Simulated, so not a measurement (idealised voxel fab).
process module | voxel spacer lines
cross-section cut | 205 nm wide | cells 5 nm
A cross-section is a grid of square cells, given in bands from the top down. A band is one or more rows of cells.
Each band's line starts with the height of the band's top and of its bottom, in nm. Then come its materials from left to right, each with its width in nm. One material with "throughout" fills the band from edge to edge. "air" is empty space.
Height 0 is the level under which the wafer as received is all one material. The lowest band goes on downwards, as in "0 down".
A width such as "30 to 40" changes by the same amount from each row of cells to the next, from the band's top row to its bottom row.
"no change" after a step means that no cell of the cross-section changed.
closed voids: empty space of 8 cells or more with no open way to the top, each as width x height at its distance from the left edge, in nm
after a step's settings: what the simulator itself notes on the step
overlay nm, on a step with a mask: how far to the right of its planned place the mask lay; to the left if negative
plan
1 op RECEIVE | material Si
2 op CONFORMAL_DEP | material Al2O3 | thk nm 5
3 op DIRECTIONAL_DEP | material polySi | thk nm 20
4 op DIRECTIONAL_DEP | material aC | thk nm 20
5 op PATTERN | tone cover | mask id MANDREL | material resist | width nm 25 | pitch nm 70 | thk nm 30 | overlay nm 0
6 op DIRECTIONAL_ETCH | etch materials aC | depth nm 20
7 op STRIP | etch materials resist
8 op CONFORMAL_DEP | material SiN | thk nm 10
9 op DIRECTIONAL_ETCH | etch materials SiN | depth nm 10
10 op STRIP | etch materials aC
11 op DIRECTIONAL_ETCH | etch materials polySi | depth nm 20
12 op STRIP | etch materials SiN
13 op FILL_DEP | material SiO2 | thk nm 10
14 op CMP | height nm 25
as received, after step 1
  0 down: Si throughout
  closed voids: none
first wafer at the end, as planned
  25 to 5: SiO2 45 | polySi 10 | SiO2 25 | polySi 10 | SiO2 25 | polySi 10 | SiO2 25 | polySi 10 | SiO2 45
  5 to 0: Al2O3 throughout
  0 down: Si throughout
  closed voids: none
second wafer at the end: like start, like plan, one mistake
  25 to 5: SiO2 55 | polySi 10 | SiO2 5 | polySi 10 | SiO2 45 | polySi 10 | SiO2 5 | polySi 10 | SiO2 55
  5 to 0: Al2O3 throughout
  0 down: Si throughout
  closed voids: none
what went wrong: step 5 ran as: op PATTERN | tone open | mask id MANDREL | material resist | width nm 25 | pitch nm 70 | thk nm 30 | overlay nm 0
at the end the second wafer has, in cells: as many of each material as the first, in other places
